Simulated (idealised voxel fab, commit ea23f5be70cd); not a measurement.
Presented below is a process module, voxel ribs on slabs.
Each square cell in cross-section cut measures 5 nm, and the section as a whole is 170 nm wide.
We lay out every cross-section as a grid of square cells and spell it out in bands from the top down, where one band means one or more rows of cells. Top height, bottom height, nm. Materials left to right, width each, nm. Single material + "full width" = fills band edge to edge. "empty" = empty. A quick word on heights: they are counted from 0, and under that level the wafer as it came to us is one material throughout. The lowest band is different from the rest in having no bottom; it simply continues downward, written as in "0 and below". A width given as "30..40" starts at the first number in the band's top row and ends at the second number in its bottom row, shifting by an equal amount at every step from row to row. Key: "remained the same" - step with no changed cell in the cross-section. In "Encapsulated voids" the enclosed voids are listed, meaning empty spaces of 8 cells or larger without any opening to the top. The form is width x height at distance, distance from the left edge, units nm. Anything after a step's settings on that line? It's the simulator's own note about the step. The line of a step may include "overlay nm". On a step with a mask, this value is how far to the right of its planned place the mask lay. A negative value means the mask lay to the left.
So here's the lineup of process steps we planned
1,op RECEIVE | material Si
2,op DIRECTIONAL_DEP | material SiO2 | thk nm 20
3,op DIRECTIONAL_DEP | material polySi | thk nm 15
4,op MASKED_ETCH | tone cover | mask id RIB | width nm 30 | etch materials polySi | depth nm 10 | overlay nm 0
5,op DIRECTIONAL_DEP | material aC | thk nm 15
6,op PATTERN | tone cover | mask id SLAB | material resist | width nm 70 | thk nm 35 | overlay nm 0
7,op DIRECTIONAL_ETCH | etch materials aC | depth nm 15
8,op STRIP | etch materials resist
9,op DIRECTIONAL_ETCH | etch materials polySi | depth nm 5
10,op STRIP | etch materials aC
11,op FILL_DEP | material SiO2 | thk nm 15
12,op CMP | height nm 45
13,op DIRECTIONAL_DEP | material W | thk nm 10
14,op DIRECTIONAL_DEP | material aC | thk nm 10
15,op PATTERN | tone cover | mask id HEATER | material resist | width nm 40 | thk nm 25 | overlay nm 0
16,op DIRECTIONAL_ETCH | etch materials aC | depth nm 10
17,op STRIP | etch materials resist
18,op DIRECTIONAL_ETCH | etch materials W | depth nm 10
19,op STRIP | etch materials aC
20,op CONFORMAL_DEP | material SiN | thk nm 10
Cross-section of the wafer upon arrival, representing the state reached after step 1
> 0 and below = Si full width
> Encapsulated voids: none
Look at the cross-section after the module: the wafer started out the way shown above and the plan was the one shown above, yet one mistake was made along the way
> 65 down to 55 = SiN full width
> 55 down to 45 = polySi full width
> 45 down to 35 = SiO2 full width
> 35 down to 25 = 70 nm SiO2, then 30 nm polySi, then 70 nm SiO2
> 25 down to 20 = 50 nm SiO2, then 70 nm polySi, then 50 nm SiO2
> 20 down to 0 = SiO2 full width
> 0 and below = Si full width
> Encapsulated voids: none
The plan and the run diverged here: the process deviated at step 13: the operation and settings actually run there were op DIRECTIONAL_DEP | material polySi | thk nm 10
